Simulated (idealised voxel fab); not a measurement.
voxel gate over fins: a process module
Section cut is 220 nm wide and gridded with 5 nm square cells.
The cross-sections in this document take the form of a grid made of square cells. They are written out as bands, in order from top to bottom. Each band consists of one or more rows of cells.
It is stipulated that each band's entry specify, in nanometres, the height of the top of the band and then that of its bottom, followed by the materials of the band in left-to-right sequence, each together with its width in nanometres. A single material marked by the word "full width" is understood to fill the band from edge to edge; the word "air" is understood to denote empty space.
Height reference: 0 = level under which incoming wafer is all one material. Lowest band: no bottom, runs on downward, e.g. "0 -> down".
A width given as "30->40" starts at the first number in the band's top row and ends at the second number in its bottom row, shifting by an equal amount at every step from row to row.
Where a step carries "nothing was modified", the cross-section came out of it unchanged, cell for cell.
Empty spaces without an open route to the top, at least 8 cells in extent, make up the entry "Catalogued sealed voids"; each is given as width x height at distance, where the distance is measured from the left edge, and all are in nm.
Text after the settings on a step's line: the simulator's own remark on that step.
overlay nm: where the mask lay relative to plan, measured to the right, on steps with a mask; negatives go left.

The process steps that were planned are listed below:
1,op RECEIVE | material Si
2,op CONFORMAL_DEP | material SiN | thk nm 10
3,op DIRECTIONAL_DEP | material aC | thk nm 15
4,op PATTERN | tone cover | mask id FINS | material resist | width nm 15 | pitch nm 40 | thk nm 35 | overlay nm 0
5,op DIRECTIONAL_ETCH | etch materials aC | depth nm 15
6,op STRIP | etch materials resist
7,op DIRECTIONAL_ETCH | etch materials SiN | depth nm 10
8,op DIRECTIONAL_ETCH | etch materials Si | depth nm 40
9,op STRIP | etch materials aC
10,op OXIDIZE | depth nm 5
11,op FILL_DEP | material SiO2 | thk nm 5
12,op CMP | height nm 10
13,op SELECTIVE_ETCH | etch materials SiO2 | depth nm 25
14,op STRIP | etch materials SiN
15,op CONFORMAL_DEP | material HfO2 | thk nm 5
16,op CONFORMAL_DEP | material TiN | thk nm 5
17,op CONFORMAL_DEP | material TiAl | thk nm 5
18,op CONFORMAL_DEP | material TiN | thk nm 5
19,op FILL_DEP | material W | thk nm 15
20,op CMP | height nm 30
21,op CONFORMAL_DEP | material SiCN | thk nm 5

Cross-section of the incoming wafer, state after step 1:
> 0 -> down: Si full width
> Catalogued sealed voids: none

Starting wafer: above. Plan: above. Run: one mistake. Cross-section after the module: below:
> 35 -> 30: SiCN full width
> 30 -> 20: W full width
> 20 -> 15: W: 25, then TiN: 165, then W: 30
> 15 -> 10: W: 25, then TiN: 5, then TiAl: 35, then TiN: 5, then TiAl: 35, then TiN: 5, then TiAl: 35, then TiN: 5, then TiAl: 35, then TiN: 5, then W: 30
> 10 -> 5: W: 25, then TiN: 5, then TiAl: 5, then TiN: 25, then TiAl: 5, then TiN: 5, then TiAl: 5, then TiN: 25, then TiAl: 5, then TiN: 5, then TiAl: 5, then TiN: 25, then TiAl: 5, then TiN: 5, then TiAl: 5, then TiN: 25, then TiAl: 5, then TiN: 5, then W: 30
> 5 -> 0: W: 25, then TiN: 5, then TiAl: 5, then TiN: 5, then HfO2: 15, then TiN: 5, then TiAl: 5, then TiN: 5, then TiAl: 5, then TiN: 5, then HfO2: 15, then TiN: 5, then TiAl: 5, then TiN: 5, then TiAl: 5, then TiN: 5, then HfO2: 15, then TiN: 5, then TiAl: 5, then TiN: 5, then TiAl: 5, then TiN: 5, then HfO2: 15, then TiN: 5, then TiAl: 5, then TiN: 5, then W: 30
> 0 -> -20: W: 25, then TiN: 5, then TiAl: 5, then TiN: 5, then HfO2: 5, then Si: 5, then HfO2: 5, then TiN: 5, then TiAl: 5, then TiN: 5, then TiAl: 5, then TiN: 5, then HfO2: 5, then Si: 5, then HfO2: 5, then TiN: 5, then TiAl: 5, then TiN: 5, then TiAl: 5, then TiN: 5, then HfO2: 5, then Si: 5, then HfO2: 5, then TiN: 5, then TiAl: 5, then TiN: 5, then TiAl: 5, then TiN: 5, then HfO2: 5, then Si: 5, then HfO2: 5, then TiN: 5, then TiAl: 5, then TiN: 5, then W: 30
> -20 -> -25: TiN: 30, then TiAl: 5, then TiN: 5, then HfO2: 5, then Si: 5, then HfO2: 5, then TiN: 5, then TiAl: 5, then TiN: 5, then TiAl: 5, then TiN: 5, then HfO2: 5, then Si: 5, then HfO2: 5, then TiN: 5, then TiAl: 5, then TiN: 5, then TiAl: 5, then TiN: 5, then HfO2: 5, then Si: 5, then HfO2: 5, then TiN: 5, then TiAl: 5, then TiN: 5, then TiAl: 5, then TiN: 5, then HfO2: 5, then Si: 5, then HfO2: 5, then TiN: 5, then TiAl: 5, then TiN: 35
> -25 -> -30: TiAl: 35, then TiN: 5, then HfO2: 5, then Si: 5, then HfO2: 5, then TiN: 5, then TiAl: 15, then TiN: 5, then HfO2: 5, then Si: 5, then HfO2: 5, then TiN: 5, then TiAl: 15, then TiN: 5, then HfO2: 5, then Si: 5, then HfO2: 5, then TiN: 5, then TiAl: 15, then TiN: 5, then HfO2: 5, then Si: 5, then HfO2: 5, then TiN: 5, then TiAl: 40
> -30 -> -35: TiN: 40, then HfO2: 5, then Si: 5, then HfO2: 5, then TiN: 25, then HfO2: 5, then Si: 5, then HfO2: 5, then TiN: 25, then HfO2: 5, then Si: 5, then HfO2: 5, then TiN: 25, then HfO2: 5, then Si: 5, then HfO2: 5, then TiN: 45
> -35 -> -40: HfO2: 45, then Si: 5, then HfO2: 35, then Si: 5, then HfO2: 35, then Si: 5, then HfO2: 35, then Si: 5, then HfO2: 50
> -40 -> -45: SiO2: 45, then Si: 5, then SiO2: 35, then Si: 5, then SiO2: 35, then Si: 5, then SiO2: 35, then Si: 5, then SiO2: 50
> -45 -> down: Si full width
> Catalogued sealed voids: none
Against the plan, the run slipped here: step 13 from the plan got run twice
